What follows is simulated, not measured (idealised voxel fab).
Process module heading - voxel transistor to metal
Xsec cut, 170 nm wide, square cell size 5 nm.
A cross-section is a grid of square cells, given in bands from the top down. A band is one or more rows of cells.
The band entry comprises the height of the band's top followed by the height of its bottom, expressed in nm, and subsequently the band's materials from left to right, each stated together with its width in nm. Where a single material is marked with the word "full width", that material fills the band from edge to edge. The word "blank" represents empty space.
Heads up on the height convention: 0 is the point under which the incoming wafer is all one material, and the lowest band has no bottom, it just keeps going down, like "0 and below".
A width such as "30 to 40" changes by the same amount from each row of cells to the next, from the band's top row to its bottom row.
"remains unaltered" means the step left every cell of the cross-section as it was.
Voids not open to the top, 8 cells minimum: see "Sealed internal cavities". Written width x height at distance; distance is from the left edge; nm.
Note: text after step settings on the step line = simulator remark on that step.
When a step includes a mask, the "overlay nm" setting on its line states how far to the right of its planned place that mask lay, and negative values state how far to the left.
## The steps planned for the process are as follows
1) RECEIVE (material Si)
2) CONFORMAL_DEP (material SiO2; thk nm 5)
3) CONFORMAL_DEP (material SiN; thk nm 15)
4) DIRECTIONAL_DEP (material aC; thk nm 10)
5) PATTERN (tone cover; mask id ACTIVE; material resist; width nm 130; thk nm 30; overlay nm 0)
6) DIRECTIONAL_ETCH (etch materials aC; depth nm 10)
7) STRIP (etch materials resist)
8) DIRECTIONAL_ETCH (etch materials SiN; depth nm 15)
9) DIRECTIONAL_ETCH (etch materials SiO2; depth nm 5)
10) DIRECTIONAL_ETCH (etch materials Si; depth nm 30)
11) STRIP (etch materials aC)
12) OXIDIZE (depth nm 5)
13) FILL_DEP (material SiO2; thk nm 5)
14) CMP (height nm 20)
15) SELECTIVE_ETCH (etch materials SiO2; depth nm 5)
16) STRIP (etch materials SiN)
17) SELECTIVE_ETCH (etch materials SiO2; depth nm 5)
18) OXIDIZE (depth nm 5)
19) DIRECTIONAL_DEP (material polySi; thk nm 30)
20) DIRECTIONAL_DEP (material SiCN; thk nm 10)
21) MASKED_ETCH (tone cover; mask id GATE; width nm 30; etch materials SiCN; depth nm 20; overlay nm 0)
22) MASKED_ETCH (tone cover; mask id GATE; width nm 30; etch materials polySi; depth nm 40; overlay nm 0)
23) CONFORMAL_DEP (material SiO2; thk nm 5)
24) DIRECTIONAL_ETCH (etch materials SiO2; depth nm 5)
25) CONFORMAL_DEP (material SiN; thk nm 10)
26) DIRECTIONAL_ETCH (etch materials SiN; depth nm 10)
27) DIRECTIONAL_ETCH (etch materials SiO2; depth nm 5)
28) EPI (material pSi; thk nm 5)
29) FILL_DEP (material SiO2; thk nm 10)
30) CMP (height nm 30)
31) STRIP (etch materials polySi)
32) SELECTIVE_ETCH (etch materials SiO2; depth nm 5)
33) CONFORMAL_DEP (material HfO2; thk nm 5)
34) CONFORMAL_DEP (material TiN; thk nm 5)
35) FILL_DEP (material W; thk nm 10)
36) CMP (height nm 25)
37) DIRECTIONAL_DEP (material SiO2; thk nm 15)
38) MASKED_ETCH (tone open; mask id CONTACT; width nm 20; pitch nm 90; etch materials SiO2; depth nm 40; overlay nm 0)
39) CONFORMAL_DEP (material TiN; thk nm 5)
40) FILL_DEP (material Ru; thk nm 5)
41) CMP (height nm 40)
42) CONFORMAL_DEP (material SiN; thk nm 5)
43) DIRECTIONAL_DEP (material lowk; thk nm 15)
44) PATTERN (tone open; mask id METAL_1; material resist; width nm 20; pitch nm 90; thk nm 20; overlay nm 0)
45) DIRECTIONAL_ETCH (etch materials lowk; depth nm 15)
46) DIRECTIONAL_ETCH (etch materials SiN; depth nm 5)
47) STRIP (etch materials resist)
48) CONFORMAL_DEP (material TiN; thk nm 5)
49) FILL_DEP (material Cu; thk nm 5)
50) CMP (height nm 60)
51) CONFORMAL_DEP (material SiCN; thk nm 5)
52) DIRECTIONAL_DEP (material SiO2; thk nm 30)
53) PATTERN (tone open; mask id METAL_2; material resist; width nm 20; pitch nm 90; thk nm 20; overlay nm 0)
54) DIRECTIONAL_ETCH (etch materials SiO2; depth nm 20)
55) STRIP (etch materials resist)
56) DIRECTIONAL_DEP (material aC; thk nm 10)
57) PATTERN (tone open; mask id METAL_2_HOLES; material resist; width nm 15; pitch nm 90; thk nm 30; overlay nm 0)
58) DIRECTIONAL_ETCH (etch materials aC; depth nm 10)
59) STRIP (etch materials resist)
60) DIRECTIONAL_ETCH (etch materials SiO2; depth nm 10)
61) DIRECTIONAL_ETCH (etch materials SiCN; depth nm 5)
62) STRIP (etch materials aC)
63) CONFORMAL_DEP (material TiN; thk nm 5)
64) FILL_DEP (material Cu; thk nm 10)
65) CMP (height nm 95)
66) CONFORMAL_DEP (material SiCN; thk nm 5)
## first wafer, as planned
## Shown in cross-section is the wafer as received, that is, as it stands after step 1
- 0 and below: Si full width
- Sealed internal cavities: none
## Step 2 complete: cross-section through the wafer
- 5 down to 0: SiO2 full width
- At heights below 0, the structure remains unaltered.
## Step 3 complete: cross-section through the wafer
- 20 down to 5: SiN full width
- At heights below 5, the structure remains unaltered.
## Step 4 complete: cross-section through the wafer
- 30 down to 20: aC full width
- At heights below 20, the structure remains unaltered.
## Step 5 complete: cross-section through the wafer
- 60 down to 30: blank=20 | resist=130 | blank=20
- At heights below 30, the structure remains unaltered.
## Step 6 complete: cross-section through the wafer
- 50 down to 30: blank=20 | resist=130 | blank=20
- 30 down to 20: blank=20 | aC=130 | blank=20
- At heights below 20, the structure remains unaltered.
## Step 7 complete: cross-section through the wafer
- 30 down to 20: blank=20 | aC=130 | blank=20
- At heights below 20, the structure remains unaltered.
## Step 8 complete: cross-section through the wafer
- 30 down to 20: blank=20 | aC=130 | blank=20
- 20 down to 5: blank=20 | SiN=130 | blank=20
- At heights below 5, the structure remains unaltered.
## Step 9 complete: cross-section through the wafer
- 30 down to 20: blank=20 | aC=130 | blank=20
- 20 down to 5: blank=20 | SiN=130 | blank=20
- 5 down to 0: blank=20 | SiO2=130 | blank=20
- At heights below 0, the structure remains unaltered.
## Step 10 complete: cross-section through the wafer
- 30 down to 20: blank=20 | aC=130 | blank=20
- 20 down to 5: blank=20 | SiN=130 | blank=20
- 5 down to 0: blank=20 | SiO2=130 | blank=20
- 0 down to -30: blank=20 | Si=130 | blank=20
- At heights below -30, the structure remains unaltered.
## Step 11 complete: cross-section through the wafer
- 20 down to 5: blank=20 | SiN=130 | blank=20
- At heights below 5, the structure remains unaltered.
## Step 12 complete: cross-section through the wafer
- 20 down to 5: blank=20 | SiN=130 | blank=20
- 5 down to 0: blank=20 | SiO2=130 | blank=20
- 0 down to -30: blank=20 | SiO2=5 | Si=120 | SiO2=5 | blank=20
- -30 down to -35: SiO2=25 | Si=120 | SiO2=25
- At heights below -35, the structure remains unaltered.
## Step 13 complete: cross-section through the wafer
- 25 down to 20: SiO2 full width
- 20 down to 5: SiO2=20 | SiN=130 | SiO2=20
- 5 down to 0: SiO2 full width
- 0 down to -35: SiO2=25 | Si=120 | SiO2=25
- At heights below -35, the structure remains unaltered.
## Step 14 complete: cross-section through the wafer
- 20 down to 5: SiO2=20 | SiN=130 | SiO2=20
- At heights below 5, the structure remains unaltered.
## Step 15 complete: cross-section through the wafer
- 20 down to 15: blank=20 | SiN=130 | blank=20
- At heights below 15, the structure remains unaltered.
## Step 16 complete: cross-section through the wafer
- 15 down to 5: SiO2=20 | blank=130 | SiO2=20
- At heights below 5, the structure remains unaltered.
## Step 17 complete: cross-section through the wafer
- 10 down to 0: SiO2=15 | blank=140 | SiO2=15
- At heights below 0, the structure remains unaltered.
## Step 18 complete: cross-section through the wafer
- 10 down to 0: SiO2=15 | blank=140 | SiO2=15
- 0 down to -5: SiO2 full width
- At heights below -5, the structure remains unaltered.
## Step 19 complete: cross-section through the wafer
- 40 down to 30: polySi=15 | blank=140 | polySi=15
- 30 down to 10: polySi full width
- 10 down to 0: SiO2=15 | polySi=140 | SiO2=15
- At heights below 0, the structure remains unaltered.
## Step 20 complete: cross-section through the wafer
- 50 down to 40: SiCN=15 | blank=140 | SiCN=15
- 40 down to 30: polySi=15 | SiCN=140 | polySi=15
- At heights below 30, the structure remains unaltered.
## Step 21 complete: cross-section through the wafer
- 40 down to 30: polySi=15 | blank=55 | SiCN=30 | blank=55 | polySi=15
- At heights below 30, the structure remains unaltered.
## Step 22 complete: cross-section through the wafer
- 40 down to 30: blank=70 | SiCN=30 | blank=70
- 30 down to 10: blank=70 | polySi=30 | blank=70
- 10 down to 0: SiO2=15 | blank=55 | polySi=30 | blank=55 | SiO2=15
- At heights below 0, the structure remains unaltered.
## Step 23 complete: cross-section through the wafer
- 45 down to 40: blank=65 | SiO2=40 | blank=65
- 40 down to 30: blank=65 | SiO2=5 | SiCN=30 | SiO2=5 | blank=65
- 30 down to 15: blank=65 | SiO2=5 | polySi=30 | SiO2=5 | blank=65
- 15 down to 5: SiO2=20 | blank=45 | SiO2=5 | polySi=30 | SiO2=5 | blank=45 | SiO2=20
- 5 down to 0: SiO2=70 | polySi=30 | SiO2=70
- At heights below 0, the structure remains unaltered.
## Step 24 complete: cross-section through the wafer
- 40 down to 30: blank=65 | SiO2=5 | SiCN=30 | SiO2=5 | blank=65
- 30 down to 10: blank=65 | SiO2=5 | polySi=30 | SiO2=5 | blank=65
- 10 down to 0: SiO2=20 | blank=45 | SiO2=5 | polySi=30 | SiO2=5 | blank=45 | SiO2=20
- At heights below 0, the structure remains unaltered.
## Step 25 complete: cross-section through the wafer
- 50 down to 40: blank=55 | SiN=60 | blank=55
- 40 down to 30: blank=55 | SiN=10 | SiO2=5 | SiCN=30 | SiO2=5 | SiN=10 | blank=55
- 30 down to 20: blank=55 | SiN=10 | SiO2=5 | polySi=30 | SiO2=5 | SiN=10 | blank=55
- 20 down to 10: SiN=30 | blank=25 | SiN=10 | SiO2=5 | polySi=30 | SiO2=5 | SiN=10 | blank=25 | SiN=30
- 10 down to 0: SiO2=20 | SiN=45 | SiO2=5 | polySi=30 | SiO2=5 | SiN=45 | SiO2=20
- At heights below 0, the structure remains unaltered.
## Step 26 complete: cross-section through the wafer
- 40 down to 30: blank=55 | SiN=10 | SiO2=5 | SiCN=30 | SiO2=5 | SiN=10 | blank=55
- 30 down to 10: blank=55 | SiN=10 | SiO2=5 | polySi=30 | SiO2=5 | SiN=10 | blank=55
- 10 down to 0: SiO2=20 | SiN=10 | blank=25 | SiN=10 | SiO2=5 | polySi=30 | SiO2=5 | SiN=10 | blank=25 | SiN=10 | SiO2=20
- At heights below 0, the structure remains unaltered.
## Step 27 complete: cross-section through the wafer
- 40 down to 35: blank=55 | SiN=10 | blank=5 | SiCN=30 | blank=5 | SiN=10 | blank=55
- 35 down to 30: blank=55 | SiN=10 | SiO2=5 | SiCN=30 | SiO2=5 | SiN=10 | blank=55
- 30 down to 10: blank=55 | SiN=10 | SiO2=5 | polySi=30 | SiO2=5 | SiN=10 | blank=55
- 10 down to 5: blank=20 | SiN=10 | blank=25 | SiN=10 | SiO2=5 | polySi=30 | SiO2=5 | SiN=10 | blank=25 | SiN=10 | blank=20
- 5 down to 0: SiO2=20 | SiN=10 | blank=25 | SiN=10 | SiO2=5 | polySi=30 | SiO2=5 | SiN=10 | blank=25 | SiN=10 | SiO2=20
- 0 down to -5: SiO2=30 | blank=25 | SiO2=60 | blank=25 | SiO2=30
- At heights below -5, the structure remains unaltered.
## Step 28 complete: cross-section through the wafer
- 40 down to 35: blank=55 | SiN=10 | blank=5 | SiCN=30 | blank=5 | SiN=10 | blank=55
- 35 down to 30: blank=55 | SiN=10 | SiO2=5 | SiCN=30 | SiO2=5 | SiN=10 | blank=55
- 30 down to 10: blank=55 | SiN=10 | SiO2=5 | polySi=30 | SiO2=5 | SiN=10 | blank=55
- 10 down to 5: blank=20 | SiN=10 | blank=25 | SiN=10 | SiO2=5 | polySi=30 | SiO2=5 | SiN=10 | blank=25 | SiN=10 | blank=20
- 5 down to 0: SiO2=20 | SiN=10 | blank=25 | SiN=10 | SiO2=5 | polySi=30 | SiO2=5 | SiN=10 | blank=25 | SiN=10 | SiO2=20
- 0 down to -5: SiO2=30 | pSi=25 | SiO2=60 | pSi=25 | SiO2=30
- At heights below -5, the structure remains unaltered.
## Step 29 complete: cross-section through the wafer
- 50 down to 40: SiO2 full width
- 40 down to 30: SiO2=55 | SiN=10 | SiO2=5 | SiCN=30 | SiO2=5 | SiN=10 | SiO2=55
- 30 down to 10: SiO2=55 | SiN=10 | SiO2=5 | polySi=30 | SiO2=5 | SiN=10 | SiO2=55
- 10 down to 0: SiO2=20 | SiN=10 | SiO2=25 | SiN=10 | SiO2=5 | polySi=30 | SiO2=5 | SiN=10 | SiO2=25 | SiN=10 | SiO2=20
- At heights below 0, the structure remains unaltered.
## Step 30 complete: cross-section through the wafer
- 30 down to 10: SiO2=55 | SiN=10 | SiO2=5 | polySi=30 | SiO2=5 | SiN=10 | SiO2=55
- At heights below 10, the structure remains unaltered.
## Step 31 complete: cross-section through the wafer
- 30 down to 10: SiO2=55 | SiN=10 | SiO2=5 | blank=30 | SiO2=5 | SiN=10 | SiO2=55
- 10 down to 0: SiO2=20 | SiN=10 | SiO2=25 | SiN=10 | SiO2=5 | blank=30 | SiO2=5 | SiN=10 | SiO2=25 | SiN=10 | SiO2=20
- At heights below 0, the structure remains unaltered.
## Step 32 complete: cross-section through the wafer
- 30 down to 25: blank=55 | SiN=10 | blank=40 | SiN=10 | blank=55
- 25 down to 10: SiO2=55 | SiN=10 | blank=40 | SiN=10 | SiO2=55
- 10 down to 0: SiO2=20 | SiN=10 | SiO2=25 | SiN=10 | blank=40 | SiN=10 | SiO2=25 | SiN=10 | SiO2=20
- 0 down to -5: SiO2=30 | pSi=25 | SiO2=10 | blank=40 | SiO2=10 | pSi=25 | SiO2=30
- At heights below -5, the structure remains unaltered.
## Step 33 complete: cross-section through the wafer
- 35 down to 30: blank=50 | HfO2=20 | blank=30 | HfO2=20 | blank=50
- 30 down to 25: HfO2=55 | SiN=10 | HfO2=5 | blank=30 | HfO2=5 | SiN=10 | HfO2=55
- 25 down to 10: SiO2=55 | SiN=10 | HfO2=5 | blank=30 | HfO2=5 | SiN=10 | SiO2=55
- 10 down to 0: SiO2=20 | SiN=10 | SiO2=25 | SiN=10 | HfO2=5 | blank=30 | HfO2=5 | SiN=10 | SiO2=25 | SiN=10 | SiO2=20
- 0 down to -5: SiO2=30 | pSi=25 | SiO2=10 | HfO2=40 | SiO2=10 | pSi=25 | SiO2=30
- At heights below -5, the structure remains unaltered.
## Step 34 complete: cross-section through the wafer
- 40 down to 35: blank=45 | TiN=30 | blank=20 | TiN=30 | blank=45
- 35 down to 30: TiN=50 | HfO2=20 | TiN=5 | blank=20 | TiN=5 | HfO2=20 | TiN=50
- 30 down to 25: HfO2=55 | SiN=10 | HfO2=5 | TiN=5 | blank=20 | TiN=5 | HfO2=5 | SiN=10 | HfO2=55
- 25 down to 10: SiO2=55 | SiN=10 | HfO2=5 | TiN=5 | blank=20 | TiN=5 | HfO2=5 | SiN=10 | SiO2=55
- 10 down to 5: SiO2=20 | SiN=10 | SiO2=25 | SiN=10 | HfO2=5 | TiN=5 | blank=20 | TiN=5 | HfO2=5 | SiN=10 | SiO2=25 | SiN=10 | SiO2=20
- 5 down to 0: SiO2=20 | SiN=10 | SiO2=25 | SiN=10 | HfO2=5 | TiN=30 | HfO2=5 | SiN=10 | SiO2=25 | SiN=10 | SiO2=20
- At heights below 0, the structure remains unaltered.
## Step 35 complete: cross-section through the wafer
- 50 down to 40: W full width
- 40 down to 35: W=45 | TiN=30 | W=20 | TiN=30 | W=45
- 35 down to 30: TiN=50 | HfO2=20 | TiN=5 | W=20 | TiN=5 | HfO2=20 | TiN=50
- 30 down to 25: HfO2=55 | SiN=10 | HfO2=5 | TiN=5 | W=20 | TiN=5 | HfO2=5 | SiN=10 | HfO2=55
- 25 down to 10: SiO2=55 | SiN=10 | HfO2=5 | TiN=5 | W=20 | TiN=5 | HfO2=5 | SiN=10 | SiO2=55
- 10 down to 5: SiO2=20 | SiN=10 | SiO2=25 | SiN=10 | HfO2=5 | TiN=5 | W=20 | TiN=5 | HfO2=5 | SiN=10 | SiO2=25 | SiN=10 | SiO2=20
- At heights below 5, the structure remains unaltered.
## Step 36 complete: cross-section through the wafer
- 25 down to 10: SiO2=55 | SiN=10 | HfO2=5 | TiN=5 | W=20 | TiN=5 | HfO2=5 | SiN=10 | SiO2=55
- At heights below 10, the structure remains unaltered.
## Step 37 complete: cross-section through the wafer
- 40 down to 25: SiO2 full width
- At heights below 25, the structure remains unaltered.
## Step 38 complete: cross-section through the wafer
- 40 down to 25: SiO2=30 | blank=20 | SiO2=70 | blank=20 | SiO2=30
- 25 down to 10: SiO2=30 | blank=20 | SiO2=5 | SiN=10 | HfO2=5 | TiN=5 | W=20 | TiN=5 | HfO2=5 | SiN=10 | SiO2=5 | blank=20 | SiO2=30
- 10 down to 5: SiO2=20 | SiN=10 | blank=20 | SiO2=5 | SiN=10 | HfO2=5 | TiN=5 | W=20 | TiN=5 | HfO2=5 | SiN=10 | SiO2=5 | blank=20 | SiN=10 | SiO2=20
- 5 down to 0: SiO2=20 | SiN=10 | blank=20 | SiO2=5 | SiN=10 | HfO2=5 | TiN=30 | HfO2=5 | SiN=10 | SiO2=5 | blank=20 | SiN=10 | SiO2=20
- At heights below 0, the structure remains unaltered.
## Step 39 complete: cross-section through the wafer
- 45 down to 40: TiN=35 | blank=10 | TiN=80 | blank=10 | TiN=35
- 40 down to 25: SiO2=30 | TiN=5 | blank=10 | TiN=5 | SiO2=70 | TiN=5 | blank=10 | TiN=5 | SiO2=30
- 25 down to 10: SiO2=30 | TiN=5 | blank=10 | TiN=5 | SiO2=5 | SiN=10 | HfO2=5 | TiN=5 | W=20 | TiN=5 | HfO2=5 | SiN=10 | SiO2=5 | TiN=5 | blank=10 | TiN=5 | SiO2=30
- 10 down to 5: SiO2=20 | SiN=10 | TiN=5 | blank=10 | TiN=5 | SiO2=5 | SiN=10 | HfO2=5 | TiN=5 | W=20 | TiN=5 | HfO2=5 | SiN=10 | SiO2=5 | TiN=5 | blank=10 | TiN=5 | SiN=10 | SiO2=20
- 5 down to 0: SiO2=20 | SiN=10 | TiN=20 | SiO2=5 | SiN=10 | HfO2=5 | TiN=30 | HfO2=5 | SiN=10 | SiO2=5 | TiN=20 | SiN=10 | SiO2=20
- At heights below 0, the structure remains unaltered.
## Step 40 complete: cross-section through the wafer
- 50 down to 45: Ru full width
- 45 down to 40: TiN=35 | Ru=10 | TiN=80 | Ru=10 | TiN=35
- 40 down to 25: SiO2=30 | TiN=5 | Ru=10 | TiN=5 | SiO2=70 | TiN=5 | Ru=10 | TiN=5 | SiO2=30
- 25 down to 10: SiO2=30 | TiN=5 | Ru=10 | TiN=5 | SiO2=5 | SiN=10 | HfO2=5 | TiN=5 | W=20 | TiN=5 | HfO2=5 | SiN=10 | SiO2=5 | TiN=5 | Ru=10 | TiN=5 | SiO2=30
- 10 down to 5: SiO2=20 | SiN=10 | TiN=5 | Ru=10 | TiN=5 | SiO2=5 | SiN=10 | HfO2=5 | TiN=5 | W=20 | TiN=5 | HfO2=5 | SiN=10 | SiO2=5 | TiN=5 | Ru=10 | TiN=5 | SiN=10 | SiO2=20
- At heights below 5, the structure remains unaltered.
## Step 41 complete: cross-section through the wafer
- 40 down to 25: SiO2=30 | TiN=5 | Ru=10 | TiN=5 | SiO2=70 | TiN=5 | Ru=10 | TiN=5 | SiO2=30
- At heights below 25, the structure remains unaltered.
## Step 42 complete: cross-section through the wafer
- 45 down to 40: SiN full width
- At heights below 40, the structure remains unaltered.
## Step 43 complete: cross-section through the wafer
- 60 down to 45: lowk full width
- At heights below 45, the structure remains unaltered.
## Step 44 complete: cross-section through the wafer
- 80 down to 60: resist=30 | blank=20 | resist=70 | blank=20 | resist=30
- At heights below 60, the structure remains unaltered.
## Step 45 complete: cross-section through the wafer
- 80 down to 60: resist=30 | blank=20 | resist=70 | blank=20 | resist=30
- 60 down to 45: lowk=30 | blank=20 | lowk=70 | blank=20 | lowk=30
- At heights below 45, the structure remains unaltered.
## Step 46 complete: cross-section through the wafer
- 80 down to 60: resist=30 | blank=20 | resist=70 | blank=20 | resist=30
- 60 down to 45: lowk=30 | blank=20 | lowk=70 | blank=20 | lowk=30
- 45 down to 40: SiN=30 | blank=20 | SiN=70 | blank=20 | SiN=30
- At heights below 40, the structure remains unaltered.
## Step 47 complete: cross-section through the wafer
- 60 down to 45: lowk=30 | blank=20 | lowk=70 | blank=20 | lowk=30
- At heights below 45, the structure remains unaltered.
## Step 48 complete: cross-section through the wafer
- 65 down to 60: TiN=35 | blank=10 | TiN=80 | blank=10 | TiN=35
- 60 down to 45: lowk=30 | TiN=5 | blank=10 | TiN=5 | lowk=70 | TiN=5 | blank=10 | TiN=5 | lowk=30
- 45 down to 40: SiN=30 | TiN=20 | SiN=70 | TiN=20 | SiN=30
- At heights below 40, the structure remains unaltered.
## Step 49 complete: cross-section through the wafer
- 70 down to 65: Cu full width
- 65 down to 60: TiN=35 | Cu=10 | TiN=80 | Cu=10 | TiN=35
- 60 down to 45: lowk=30 | TiN=5 | Cu=10 | TiN=5 | lowk=70 | TiN=5 | Cu=10 | TiN=5 | lowk=30
- At heights below 45, the structure remains unaltered.
## Step 50 complete: cross-section through the wafer
- 60 down to 45: lowk=30 | TiN=5 | Cu=10 | TiN=5 | lowk=70 | TiN=5 | Cu=10 | TiN=5 | lowk=30
- At heights below 45, the structure remains unaltered.
## Step 51 complete: cross-section through the wafer
- 65 down to 60: SiCN full width
- At heights below 60, the structure remains unaltered.
## Step 52 complete: cross-section through the wafer
- 95 down to 65: SiO2 full width
- At heights below 65, the structure remains unaltered.
## Step 53 complete: cross-section through the wafer
- 115 down to 95: resist=30 | blank=20 | resist=70 | blank=20 | resist=30
- At heights below 95, the structure remains unaltered.
## Step 54 complete: cross-section through the wafer
- 115 down to 95: resist=30 | blank=20 | resist=70 | blank=20 | resist=30
- 95 down to 75: SiO2=30 | blank=20 | SiO2=70 | blank=20 | SiO2=30
- At heights below 75, the structure remains unaltered.
## Step 55 complete: cross-section through the wafer
- 95 down to 75: SiO2=30 | blank=20 | SiO2=70 | blank=20 | SiO2=30
- At heights below 75, the structure remains unaltered.
## Step 56 complete: cross-section through the wafer
- 105 down to 95: aC=30 | blank=20 | aC=70 | blank=20 | aC=30
- 95 down to 85: SiO2=30 | blank=20 | SiO2=70 | blank=20 | SiO2=30
- 85 down to 75: SiO2=30 | aC=20 | SiO2=70 | aC=20 | SiO2=30
- At heights below 75, the structure remains unaltered.
## Step 57 complete: cross-section through the wafer
- 135 down to 105: resist=30 | blank=15 | resist=75 | blank=15 | resist=35
- 105 down to 95: aC=30 | blank=15 | resist=5 | aC=70 | blank=15 | resist=5 | aC=30
- 95 down to 85: SiO2=30 | blank=15 | resist=5 | SiO2=70 | blank=15 | resist=5 | SiO2=30
- At heights below 85, the structure remains unaltered.
## Step 58 complete: cross-section through the wafer
- 125 down to 105: resist=30 | blank=15 | resist=75 | blank=15 | resist=35
- 105 down to 95: aC=30 | blank=15 | resist=5 | aC=70 | blank=15 | resist=5 | aC=30
- 95 down to 85: SiO2=30 | blank=15 | resist=5 | SiO2=70 | blank=15 | resist=5 | SiO2=30
- 85 down to 75: SiO2=30 | blank=15 | aC=5 | SiO2=70 | blank=15 | aC=5 | SiO2=30
- At heights below 75, the structure remains unaltered.
## Step 59 complete: cross-section through the wafer
- 105 down to 95: aC=30 | blank=20 | aC=70 | blank=20 | aC=30
- 95 down to 85: SiO2=30 | blank=20 | SiO2=70 | blank=20 | SiO2=30
- At heights below 85, the structure remains unaltered.
## Step 60 complete: cross-section through the wafer
- 105 down to 95: aC=30 | blank=20 | aC=70 | blank=20 | aC=30
- 95 down to 85: SiO2=30 | blank=20 | SiO2=70 | blank=20 | SiO2=30
- 85 down to 75: SiO2=30 | blank=15 | aC=5 | SiO2=70 | blank=15 | aC=5 | SiO2=30
- 75 down to 65: SiO2=30 | blank=15 | SiO2=75 | blank=15 | SiO2=35
- At heights below 65, the structure remains unaltered.
## Step 61 complete: cross-section through the wafer
- 105 down to 95: aC=30 | blank=20 | aC=70 | blank=20 | aC=30
- 95 down to 85: SiO2=30 | blank=20 | SiO2=70 | blank=20 | SiO2=30
- 85 down to 75: SiO2=30 | blank=15 | aC=5 | SiO2=70 | blank=15 | aC=5 | SiO2=30
- 75 down to 65: SiO2=30 | blank=15 | SiO2=75 | blank=15 | SiO2=35
- 65 down to 60: SiCN=30 | blank=15 | SiCN=75 | blank=15 | SiCN=35
- At heights below 60, the structure remains unaltered.
## Step 62 complete: cross-section through the wafer
- 95 down to 75: SiO2=30 | blank=20 | SiO2=70 | blank=20 | SiO2=30
- At heights below 75, the structure remains unaltered.
## Step 63 complete: cross-section through the wafer
- 100 down to 95: TiN=35 | blank=10 | TiN=80 | blank=10 | TiN=35
- 95 down to 80: SiO2=30 | TiN=5 | blank=10 | TiN=5 | SiO2=70 | TiN=5 | blank=10 | TiN=5 | SiO2=30
- 80 down to 75: SiO2=30 | TiN=5 | blank=5 | TiN=10 | SiO2=70 | TiN=5 | blank=5 | TiN=10 | SiO2=30
- 75 down to 65: SiO2=30 | TiN=5 | blank=5 | TiN=5 | SiO2=75 | TiN=5 | blank=5 | TiN=5 | SiO2=35
- 65 down to 60: SiCN=30 | TiN=15 | SiCN=75 | TiN=15 | SiCN=35
- At heights below 60, the structure remains unaltered.
## Step 64 complete: cross-section through the wafer
- 110 down to 100: Cu full width
- 100 down to 95: TiN=35 | Cu=10 | TiN=80 | Cu=10 | TiN=35
- 95 down to 80: SiO2=30 | TiN=5 | Cu=10 | TiN=5 | SiO2=70 | TiN=5 | Cu=10 | TiN=5 | SiO2=30
- 80 down to 75: SiO2=30 | TiN=5 | Cu=5 | TiN=10 | SiO2=70 | TiN=5 | Cu=5 | TiN=10 | SiO2=30
- 75 down to 65: SiO2=30 | TiN=5 | Cu=5 | TiN=5 | SiO2=75 | TiN=5 | Cu=5 | TiN=5 | SiO2=35
- At heights below 65, the structure remains unaltered.
## Step 65 complete: cross-section through the wafer
- 95 down to 80: SiO2=30 | TiN=5 | Cu=10 | TiN=5 | SiO2=70 | TiN=5 | Cu=10 | TiN=5 | SiO2=30
- At heights below 80, the structure remains unaltered.
## Step 66 complete: cross-section through the wafer
- 100 down to 95: SiCN full width
- At heights below 95, the structure remains unaltered.
## Wafer two. Identical start, identical plan. One mistake in execution. Identical history through step 54
## Second wafer, sectioned view, at step 55's planned end time
- 125 down to 115: aC=30 | blank=20 | aC=70 | blank=20 | aC=30
- 115 down to 95: resist=30 | blank=20 | resist=70 | blank=20 | resist=30
- 95 down to 85: SiO2=30 | blank=20 | SiO2=70 | blank=20 | SiO2=30
- 85 down to 75: SiO2=30 | aC=20 | SiO2=70 | aC=20 | SiO2=30
- At heights below 75, the structure remains unaltered.
## Second wafer, sectioned view, at step 56's planned end time
- 95 down to 85: SiO2=30 | blank=20 | SiO2=70 | blank=20 | SiO2=30
- At heights below 85, the structure remains unaltered.
## Second wafer, sectioned view, at step 57's planned end time
- 125 down to 95: resist=30 | blank=15 | resist=75 | blank=15 | resist=35
- 95 down to 85: SiO2=30 | blank=15 | resist=5 | SiO2=70 | blank=15 | resist=5 | SiO2=30
- At heights below 85, the structure remains unaltered.
## Second wafer, sectioned view, at step 58's planned end time
- 115 down to 95: resist=30 | blank=15 | resist=75 | blank=15 | resist=35
- 95 down to 85: SiO2=30 | blank=15 | resist=5 | SiO2=70 | blank=15 | resist=5 | SiO2=30
- 85 down to 75: SiO2=30 | blank=15 | aC=5 | SiO2=70 | blank=15 | aC=5 | SiO2=30
- At heights below 75, the structure remains unaltered.
## Second wafer, sectioned view, at step 59's planned end time
- 95 down to 85: SiO2=30 | blank=20 | SiO2=70 | blank=20 | SiO2=30
- At heights below 85, the structure remains unaltered.
## Second wafer, sectioned view, at step 60's planned end time
- 85 down to 75: SiO2=30 | blank=15 | aC=5 | SiO2=70 | blank=15 | aC=5 | SiO2=30
- 75 down to 65: SiO2=30 | blank=15 | SiO2=75 | blank=15 | SiO2=35
- At heights below 65, the structure remains unaltered.
## Second wafer, sectioned view, at step 61's planned end time
- 85 down to 75: SiO2=30 | blank=15 | aC=5 | SiO2=70 | blank=15 | aC=5 | SiO2=30
- 75 down to 65: SiO2=30 | blank=15 | SiO2=75 | blank=15 | SiO2=35
- 65 down to 60: SiCN=30 | blank=15 | SiCN=75 | blank=15 | SiCN=35
- At heights below 60, the structure remains unaltered.
## Second wafer, sectioned view, at step 62's planned end time
- 85 down to 75: SiO2=30 | blank=20 | SiO2=70 | blank=20 | SiO2=30
- At heights below 75, the structure remains unaltered.
## Second wafer, sectioned view, at step 63's planned end time
- 90 down to 85: TiN=35 | blank=10 | TiN=80 | blank=10 | TiN=35
- 85 down to 75: SiO2=30 | TiN=5 | blank=10 to 5 | TiN=5 to 10 | SiO2=70 | TiN=5 | blank=10 to 5 | TiN=5 to 10 | SiO2=30
- 75 down to 65: SiO2=30 | TiN=5 | blank=5 | TiN=5 | SiO2=75 | TiN=5 | blank=5 | TiN=5 | SiO2=35
- 65 down to 60: SiCN=30 | TiN=15 | SiCN=75 | TiN=15 | SiCN=35
- At heights below 60, the structure remains unaltered.
## Second wafer, sectioned view, at step 64's planned end time
- 100 down to 90: Cu full width
- 90 down to 85: TiN=35 | Cu=10 | TiN=80 | Cu=10 | TiN=35
- 85 down to 75: SiO2=30 | TiN=5 | Cu=10 to 5 | TiN=5 to 10 | SiO2=70 | TiN=5 | Cu=10 to 5 | TiN=5 to 10 | SiO2=30
- 75 down to 65: SiO2=30 | TiN=5 | Cu=5 | TiN=5 | SiO2=75 | TiN=5 | Cu=5 | TiN=5 | SiO2=35
- At heights below 65, the structure remains unaltered.
## Second wafer, sectioned view, at step 65's planned end time
- 95 down to 90: Cu full width
- At heights below 90, the structure remains unaltered.
## Second wafer, sectioned view, at step 66's planned end time
- 100 down to 95: SiCN full width
- At heights below 95, the structure remains unaltered.
Here's what went sideways: plan vs actual: 55 and 56 interchanged
At the finish, the second wafer shows more or fewer cells for some materials than the first does: Cu +30; SiO2 -52; TiN +22
